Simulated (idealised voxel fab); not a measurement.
process module | voxel plated lines
cross-section cut | 215 nm wide | cells 5 nm
A cross-section is a grid of square cells, given in bands from the top down. A band is one or more rows of cells.
Each band's line starts with the height of the band's top and of its bottom, in nm. Then come its materials from left to right, each with its width in nm. One material with "throughout" fills the band from edge to edge. "air" is empty space.
Height 0 is the level under which the wafer as received is all one material. The lowest band goes on downwards, as in "0 down".
A width such as "30 to 40" changes by the same amount from each row of cells to the next, from the band's top row to its bottom row.
"no change" after a step means that no cell of the cross-section changed.
closed voids: empty space of 8 cells or more with no open way to the top, each as width x height at its distance from the left edge, in nm
after a step's settings: what the simulator itself notes on the step
overlay nm, on a step with a mask: how far to the right of its planned place the mask lay; to the left if negative
plan
1 op RECEIVE | material Si
2 op CONFORMAL_DEP | material SiO2 | thk nm 5
3 op DIRECTIONAL_DEP | material TiN | thk nm 5
4 op PATTERN | tone open | mask id LINES | material resist | width nm 30 | pitch nm 60 | thk nm 35 | overlay nm -15
5 op EPI | material Ru | thk nm 10
6 op EPI | material Ru | thk nm 5
7 op EPI | material Ru | thk nm 10
8 op STRIP | etch materials resist
9 op DIRECTIONAL_ETCH | etch materials TiN | depth nm 5
10 op CONFORMAL_DEP | material SiCN | thk nm 5
varied across the wafers: overlay nm of step 4. The plan shows the first wafer's value. All wafers start alike
first wafer as received, after step 1
  0 down: Si throughout
  closed voids: none
each wafer at the end: cells of each material gained (+) or lost (-) since it was received, then its closed voids
overlay nm -15 | +60 Ru | +67 SiCN | +43 SiO2 | +12 TiN | closed voids: none
overlay nm -10 | +60 Ru | +67 SiCN | +43 SiO2 | +12 TiN | closed voids: none
overlay nm -5 | +60 Ru | +67 SiCN | +43 SiO2 | +12 TiN | closed voids: none
overlay nm 0 | +60 Ru | +67 SiCN | +43 SiO2 | +12 TiN | closed voids: none
overlay nm 5 | +60 Ru | +67 SiCN | +43 SiO2 | +12 TiN | closed voids: none
overlay nm 10 | +60 Ru | +67 SiCN | +43 SiO2 | +12 TiN | closed voids: none
overlay nm 15 | +60 Ru | +67 SiCN | +43 SiO2 | +12 TiN | closed voids: none
